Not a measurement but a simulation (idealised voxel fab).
Process module under the name voxel quadruple lines
FYI the section here is cut, 225 nm wide, cells are 5 nm squares.
A cross-section is written here as square cells arranged in a grid, and it is given in bands from the top down, each band taking up one or more rows of cells. What a band's entry tells you: where the top is and where the bottom is, as heights in nm, and after that what lies inside, material by material from left to right, each with its width in nm. Empty space is written as the word "blank", and a single material marked with the word "full width" occupies the band from edge to edge. Note: height 0 marks the level under which the wafer is uniformly one material as received. Lowest band unbounded below, written "0 and below". It should be noted that a width expressed as "30 to 40" varies in equal increments from row to row of cells within the band, taking the value of the first number at the top row and that of the second number at the bottom row. When a step is marked "no change occurred", none of the cells in the cross-section changed during that step. The entry titled "Closed internal voids" provides the empty spaces that have no open way to the top, restricted to those of 8 cells or more. Each is presented as width x height at distance, the distance being measured from the left edge, with all three in nm. Formally, on a step line, whatever follows the settings is a remark that the simulator itself makes on the step. The line of a step may include "overlay nm". On a step with a mask, this value is how far to the right of its planned place the mask lay. A negative value means the mask lay to the left.

**Set out below are the planned steps of the process**
- 1: RECEIVE | material Si
- 2: CONFORMAL_DEP | material SiO2 | thk nm 5
- 3: DIRECTIONAL_DEP | material W | thk nm 10
- 4: DIRECTIONAL_DEP | material polySi | thk nm 15
- 5: DIRECTIONAL_DEP | material aC | thk nm 20
- 6: PATTERN | tone cover | mask id MANDREL | material resist | width nm 20 | thk nm 30 | overlay nm 0
- 7: DIRECTIONAL_ETCH | etch materials aC | depth nm 20
- 8: STRIP | etch materials resist
- 9: CONFORMAL_DEP | material SiO2 | thk nm 10
- 10: DIRECTIONAL_ETCH | etch materials SiO2 | depth nm 10
- 11: STRIP | etch materials aC
- 12: DIRECTIONAL_ETCH | etch materials polySi | depth nm 15
- 13: STRIP | etch materials SiO2
- 14: CONFORMAL_DEP | material SiCN | thk nm 5
- 15: DIRECTIONAL_ETCH | etch materials SiCN | depth nm 5
- 16: STRIP | etch materials polySi
- 17: DIRECTIONAL_ETCH | etch materials W | depth nm 10
- 18: STRIP | etch materials SiCN
- 19: FILL_DEP | material SiO2 | thk nm 10
- 20: CMP | height nm 15

**The first wafer of two, processed as planned**

**Cross-section of the wafer upon arrival, representing the state reached after step 1**
> 0 and below: Si full width
> Closed internal voids: none

**You're looking at a cross-section of the wafer after step 2**
> 5 down to 0: SiO2 full width
> At heights below 0, the structure remains unaltered.

**You're looking at a cross-section of the wafer after step 3**
> 15 down to 5: W full width
> At heights below 5, the structure remains unaltered.

**You're looking at a cross-section of the wafer after step 4**
> 30 down to 15: polySi full width
> At heights below 15, the structure remains unaltered.

**You're looking at a cross-section of the wafer after step 5**
> 50 down to 30: aC full width
> At heights below 30, the structure remains unaltered.

**You're looking at a cross-section of the wafer after step 6**
> 80 down to 50: blank 100, resist 20, blank 105
> At heights below 50, the structure remains unaltered.

**You're looking at a cross-section of the wafer after step 7**
> 60 down to 50: blank 100, resist 20, blank 105
> 50 down to 30: blank 100, aC 20, blank 105
> At heights below 30, the structure remains unaltered.

**You're looking at a cross-section of the wafer after step 8**
> 50 down to 30: blank 100, aC 20, blank 105
> At heights below 30, the structure remains unaltered.

**You're looking at a cross-section of the wafer after step 9**
> 60 down to 50: blank 90, SiO2 40, blank 95
> 50 down to 40: blank 90, SiO2 10, aC 20, SiO2 10, blank 95
> 40 down to 30: SiO2 100, aC 20, SiO2 105
> At heights below 30, the structure remains unaltered.

**You're looking at a cross-section of the wafer after step 10**
> 50 down to 30: blank 90, SiO2 10, aC 20, SiO2 10, blank 95
> At heights below 30, the structure remains unaltered.

**You're looking at a cross-section of the wafer after step 11**
> 50 down to 30: blank 90, SiO2 10, blank 20, SiO2 10, blank 95
> At heights below 30, the structure remains unaltered.

**You're looking at a cross-section of the wafer after step 12**
> 50 down to 30: blank 90, SiO2 10, blank 20, SiO2 10, blank 95
> 30 down to 15: blank 90, polySi 10, blank 20, polySi 10, blank 95
> At heights below 15, the structure remains unaltered.

**You're looking at a cross-section of the wafer after step 13**
> 30 down to 15: blank 90, polySi 10, blank 20, polySi 10, blank 95
> At heights below 15, the structure remains unaltered.

**You're looking at a cross-section of the wafer after step 14**
> 35 down to 30: blank 85, SiCN 20, blank 10, SiCN 20, blank 90
> 30 down to 20: blank 85, SiCN 5, polySi 10, SiCN 5, blank 10, SiCN 5, polySi 10, SiCN 5, blank 90
> 20 down to 15: SiCN 90, polySi 10, SiCN 20, polySi 10, SiCN 95
> At heights below 15, the structure remains unaltered.

**You're looking at a cross-section of the wafer after step 15**
> 30 down to 15: blank 85, SiCN 5, polySi 10, SiCN 5, blank 10, SiCN 5, polySi 10, SiCN 5, blank 90
> At heights below 15, the structure remains unaltered.

**You're looking at a cross-section of the wafer after step 16**
> 30 down to 15: blank 85, SiCN 5, blank 10, SiCN 5, blank 10, SiCN 5, blank 10, SiCN 5, blank 90
> At heights below 15, the structure remains unaltered.

**You're looking at a cross-section of the wafer after step 17**
> 30 down to 15: blank 85, SiCN 5, blank 10, SiCN 5, blank 10, SiCN 5, blank 10, SiCN 5, blank 90
> 15 down to 5: blank 85, W 5, blank 10, W 5, blank 10, W 5, blank 10, W 5, blank 90
> At heights below 5, the structure remains unaltered.

**You're looking at a cross-section of the wafer after step 18**
> 15 down to 5: blank 85, W 5, blank 10, W 5, blank 10, W 5, blank 10, W 5, blank 90
> At heights below 5, the structure remains unaltered.

**You're looking at a cross-section of the wafer after step 19**
> 25 down to 15: SiO2 full width
> 15 down to 5: SiO2 85, W 5, SiO2 10, W 5, SiO2 10, W 5, SiO2 10, W 5, SiO2 90
> At heights below 5, the structure remains unaltered.

**You're looking at a cross-section of the wafer after step 20**
> 15 down to 5: SiO2 85, W 5, SiO2 10, W 5, SiO2 10, W 5, SiO2 10, W 5, SiO2 90
> At heights below 5, the structure remains unaltered.

**The second wafer began exactly as the first did and followed the same plan, but one mistake was made while running it; through step 5 inclusive, the two wafers are identical**

**Cross-section of the second wafer corresponding to the planned conclusion of step 6**
> 80 down to 50: resist 100, blank 20, resist 105
> At heights below 50, the structure remains unaltered.

**Cross-section of the second wafer corresponding to the planned conclusion of step 7**
> 60 down to 50: resist 100, blank 20, resist 105
> 50 down to 30: aC 100, blank 20, aC 105
> At heights below 30, the structure remains unaltered.

**Cross-section of the second wafer corresponding to the planned conclusion of step 8**
> 50 down to 30: aC 100, blank 20, aC 105
> At heights below 30, the structure remains unaltered.

**Cross-section of the second wafer corresponding to the planned conclusion of step 9**
> 60 down to 50: SiO2 full width
> 50 down to 30: aC 100, SiO2 20, aC 105
> At heights below 30, the structure remains unaltered.

**Cross-section of the second wafer corresponding to the planned conclusion of step 10**
> 50 down to 30: aC 100, SiO2 20, aC 105
> At heights below 30, the structure remains unaltered.

**Cross-section of the second wafer corresponding to the planned conclusion of step 11**
> 50 down to 30: blank 100, SiO2 20, blank 105
> At heights below 30, the structure remains unaltered.

**Cross-section of the second wafer corresponding to the planned conclusion of step 12**
> 50 down to 30: blank 100, SiO2 20, blank 105
> 30 down to 15: blank 100, polySi 20, blank 105
> At heights below 15, the structure remains unaltered.

**Cross-section of the second wafer corresponding to the planned conclusion of step 13**
> 30 down to 15: blank 100, polySi 20, blank 105
> At heights below 15, the structure remains unaltered.

**Cross-section of the second wafer corresponding to the planned conclusion of step 14**
> 35 down to 30: blank 95, SiCN 30, blank 100
> 30 down to 20: blank 95, SiCN 5, polySi 20, SiCN 5, blank 100
> 20 down to 15: SiCN 100, polySi 20, SiCN 105
> At heights below 15, the structure remains unaltered.

**Cross-section of the second wafer corresponding to the planned conclusion of step 15**
> 30 down to 15: blank 95, SiCN 5, polySi 20, SiCN 5, blank 100
> At heights below 15, the structure remains unaltered.

**Cross-section of the second wafer corresponding to the planned conclusion of step 16**
> 30 down to 15: blank 95, SiCN 5, blank 20, SiCN 5, blank 100
> At heights below 15, the structure remains unaltered.

**Cross-section of the second wafer corresponding to the planned conclusion of step 17**
> 30 down to 15: blank 95, SiCN 5, blank 20, SiCN 5, blank 100
> 15 down to 5: blank 95, W 5, blank 20, W 5, blank 100
> At heights below 5, the structure remains unaltered.

**Cross-section of the second wafer corresponding to the planned conclusion of step 18**
> 15 down to 5: blank 95, W 5, blank 20, W 5, blank 100
> At heights below 5, the structure remains unaltered.

**Cross-section of the second wafer corresponding to the planned conclusion of step 19**
> 25 down to 15: SiO2 full width
> 15 down to 5: SiO2 95, W 5, SiO2 20, W 5, SiO2 100
> At heights below 5, the structure remains unaltered.

**Cross-section of the second wafer corresponding to the planned conclusion of step 20**
> 15 down to 5: SiO2 95, W 5, SiO2 20, W 5, SiO2 100
> At heights below 5, the structure remains unaltered.
Here's what went sideways: step 6 did not happen as planned, as run it was PATTERN | tone open | mask id MANDREL | material resist | width nm 20 | thk nm 30 | overlay nm 0
The final cell counts differ between the wafers, with the second having more or fewer of some materials than the first: SiO2 +4 | W -4
